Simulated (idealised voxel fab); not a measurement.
process module | voxel capacitor over wiring
cross-section cut | 235 nm wide | cells 5 nm
A cross-section is a grid of square cells, given in bands from the top down. A band is one or more rows of cells.
Each band's line starts with the height of the band's top and of its bottom, in nm. Then come its materials from left to right, each with its width in nm. One material with "throughout" fills the band from edge to edge. "air" is empty space.
Height 0 is the level under which the wafer as received is all one material. The lowest band goes on downwards, as in "0 down".
A width such as "30 to 40" changes by the same amount from each row of cells to the next, from the band's top row to its bottom row.
"no change" after a step means that no cell of the cross-section changed.
closed voids: empty space of 8 cells or more with no open way to the top, each as width x height at its distance from the left edge, in nm
after a step's settings: what the simulator itself notes on the step
overlay nm, on a step with a mask: how far to the right of its planned place the mask lay; to the left if negative
Each pair below shows a cross-section before one step and the cross-section after it, down to the lowest band that changed. The line under each pair gives the step between them, with its settings. The pairs can come from different runs of this module on the same starting wafer, so a pair continues from the pair above only where its "before" says so.
before
  85 to 80: Al2O3 throughout
  80 to 70: TiN throughout
  70 to 55: Ru throughout
  55 to 45: TiN throughout
  45 to 40: SiCN throughout
  40 to 15: lowk 55 | SiCN 5 | Ru 30 | SiCN 5 | lowk 45 | SiCN 5 | Ru 30 | SiCN 5 | lowk 55
  15 to 10: SiCN 60 | TiN 30 | SiCN 55 | TiN 30 | SiCN 60
  10 to 0: SiO2 throughout
  0 down: Si throughout
  closed voids: none
after
  90 to 85: TiN throughout
  below 85: unchanged
  closed voids: none
the step between: op DIRECTIONAL_DEP | material TiN | thk nm 5
before: the cross-section after the pair above
after
  100 to 90: aC throughout
  below 90: unchanged
  closed voids: none
the step between: op DIRECTIONAL_DEP | material aC | thk nm 10
before: the cross-section after the pair above
after
  130 to 100: air 75 | resist 60 | air 100
  below 100: unchanged
  closed voids: none
the step between: op PATTERN | tone cover | mask id UPPER_PLATE | material resist | width nm 60 | thk nm 30 | overlay nm 0
before: the cross-section after the pair above
after
  120 to 100: air 75 | resist 60 | air 100
  100 to 90: air 75 | aC 60 | air 100
  below 90: unchanged
  closed voids: none
the step between: op DIRECTIONAL_ETCH | etch materials aC | depth nm 10
before: the cross-section after the pair above
after
  100 to 90: air 75 | aC 60 | air 100
  below 90: unchanged
  closed voids: none
the step between: op STRIP | etch materials resist
before: the cross-section after the pair above
after
  100 to 90: air 75 | aC 60 | air 100
  90 to 85: air 75 | TiN 60 | air 100
  below 85: unchanged
  closed voids: none
the step between: op DIRECTIONAL_ETCH | etch materials TiN | depth nm 5
before: the cross-section after the pair above
after
  100 to 90: air 75 | aC 60 | air 100
  90 to 85: air 75 | TiN 60 | air 100
  85 to 80: air 75 | Al2O3 60 | air 100
  below 80: unchanged
  closed voids: none
the step between: op DIRECTIONAL_ETCH | etch materials Al2O3 | depth nm 5
before: the cross-section after the pair above
after
  90 to 85: air 75 | TiN 60 | air 100
  below 85: unchanged
  closed voids: none
the step between: op STRIP | etch materials aC
before: the cross-section after the pair above
after
  90 to 85: air 75 | TiN 60 | air 100
  85 to 80: air 75 | Al2O3 60 | air 100
  80 to 70: air 70 | TiN 70 | air 95
  below 70: unchanged
  closed voids: none
the step between: op MASKED_ETCH | tone cover | mask id LOWER_PLATE | width nm 70 | etch materials TiN | depth nm 10 | overlay nm 0
before: the cross-section after the pair above
after
  110 to 90: SiO2 throughout
  90 to 85: SiO2 75 | TiN 60 | SiO2 100
  85 to 80: SiO2 75 | Al2O3 60 | SiO2 100
  80 to 70: SiO2 70 | TiN 70 | SiO2 95
  below 70: unchanged
  closed voids: none
the step between: op FILL_DEP | material SiO2 | thk nm 20
before: the cross-section after the pair above
after
  90 to 85: SiO2 75 | TiN 60 | SiO2 100
  below 85: unchanged
  closed voids: none
the step between: op CMP | height nm 90
before: the cross-section after the pair above
after
  105 to 90: aC throughout
  below 90: unchanged
  closed voids: none
the step between: op DIRECTIONAL_DEP | material aC | thk nm 15
before: the cross-section after the pair above
after
  135 to 105: resist 85 | air 15 | resist 135
  below 105: unchanged
  closed voids: none
the step between: op PATTERN | tone open | mask id PLUG_2 | material resist | width nm 15 | thk nm 30 | overlay nm 0
before: the cross-section after the pair above
after
  120 to 105: resist 85 | air 15 | resist 135
  105 to 90: aC 85 | air 15 | aC 135
  below 90: unchanged
  closed voids: none
the step between: op DIRECTIONAL_ETCH | etch materials aC | depth nm 15
before: the cross-section after the pair above
after
  105 to 90: aC 85 | air 15 | aC 135
  below 90: unchanged
  closed voids: none
the step between: op STRIP | etch materials resist
before: the cross-section after the pair above
after
  90 to 85: SiO2 75 | TiN 60 | SiO2 100
  below 85: unchanged
  closed voids: none
the step between: op STRIP | etch materials aC
before: the cross-section after the pair above
after
  95 to 90: TiN throughout
  below 90: unchanged
  closed voids: none
the step between: op CONFORMAL_DEP | material TiN | thk nm 5
before: the cross-section after the pair above
after
  100 to 95: W throughout
  below 95: unchanged
  closed voids: none
the step between: op FILL_DEP | material W | thk nm 5
before: the cross-section after the pair above
after
  90 to 85: SiO2 75 | TiN 60 | SiO2 100
  below 85: unchanged
  closed voids: none
the step between: op CMP | height nm 90
before: the cross-section after the pair above
after
  95 to 90: SiCN throughout
  below 90: unchanged
  closed voids: none
the step between: op CONFORMAL_DEP | material SiCN | thk nm 5
before
  75 to 70: air 75 | TiN 60 | air 100
  70 to 65: air 75 | Al2O3 60 | air 100
  65 to 55: TiN throughout
  55 to 45: SiO2 75 | Ru 15 | SiO2 145
  45 to 40: SiCN 75 | Ru 15 | SiCN 145
  40 to 15: lowk 55 | SiCN 5 | Ru 30 | SiCN 5 | lowk 45 | SiCN 5 | Ru 30 | SiCN 5 | lowk 55
  15 to 10: SiCN 60 | TiN 30 | SiCN 55 | TiN 30 | SiCN 60
  10 to 0: SiO2 throughout
  0 down: Si throughout
  closed voids: none
after
  70 to 65: air 75 | Al2O3 60 | air 100
  65 to 55: TiN 70 | air 5 | TiN 60 | air 5 | TiN 95
  below 55: unchanged
  closed voids: none
the step between: op MASKED_ETCH | tone open | mask id LOWER_PLATE | width nm 70 | etch materials TiN | depth nm 10 | overlay nm 0
before: the cross-section after the pair above
after
  90 to 70: SiO2 throughout
  70 to 65: SiO2 75 | Al2O3 60 | SiO2 100
  65 to 55: TiN 70 | SiO2 5 | TiN 60 | SiO2 5 | TiN 95
  below 55: unchanged
  closed voids: none
the step between: op FILL_DEP | material SiO2 | thk nm 20
before: the cross-section after the pair above
after
  105 to 90: aC throughout
  below 90: unchanged
  closed voids: none
the step between: op DIRECTIONAL_DEP | material aC | thk nm 15
before: the cross-section after the pair above
after
  135 to 105: resist 85 | air 15 | resist 135
  below 105: unchanged
  closed voids: none
the step between: op PATTERN | tone open | mask id PLUG_2 | material resist | width nm 15 | thk nm 30 | overlay nm 0
before: the cross-section after the pair above
after
  120 to 105: resist 85 | air 15 | resist 135
  105 to 90: aC 85 | air 15 | aC 135
  below 90: unchanged
  closed voids: none
the step between: op DIRECTIONAL_ETCH | etch materials aC | depth nm 15
before: the cross-section after the pair above
after
  105 to 90: aC 85 | air 15 | aC 135
  below 90: unchanged
  closed voids: none
the step between: op STRIP | etch materials resist
before: the cross-section after the pair above
after
  105 to 90: aC 85 | air 15 | aC 135
  90 to 75: SiO2 85 | air 15 | SiO2 135
  below 75: unchanged
  closed voids: none
the step between: op DIRECTIONAL_ETCH | etch materials SiO2 | depth nm 15
before: the cross-section after the pair above
after
  90 to 75: SiO2 85 | air 15 | SiO2 135
  below 75: unchanged
  closed voids: none
the step between: op STRIP | etch materials aC
before: the cross-section after the pair above
after
  95 to 90: TiN 90 | air 5 | TiN 140
  90 to 80: SiO2 85 | TiN 5 | air 5 | TiN 5 | SiO2 135
  80 to 75: SiO2 85 | TiN 15 | SiO2 135
  below 75: unchanged
  closed voids: none
the step between: op CONFORMAL_DEP | material TiN | thk nm 5
before: the cross-section after the pair above
after
  100 to 95: W throughout
  95 to 90: TiN 90 | W 5 | TiN 140
  90 to 80: SiO2 85 | TiN 5 | W 5 | TiN 5 | SiO2 135
  below 80: unchanged
  closed voids: none
the step between: op FILL_DEP | material W | thk nm 5
before: the cross-section after the pair above
after
  90 to 80: SiO2 85 | TiN 5 | W 5 | TiN 5 | SiO2 135
  below 80: unchanged
  closed voids: none
the step between: op CMP | height nm 90
before: the cross-section after the pair above
after
  95 to 90: SiCN throughout
  below 90: unchanged
  closed voids: none
the step between: op CONFORMAL_DEP | material SiCN | thk nm 5
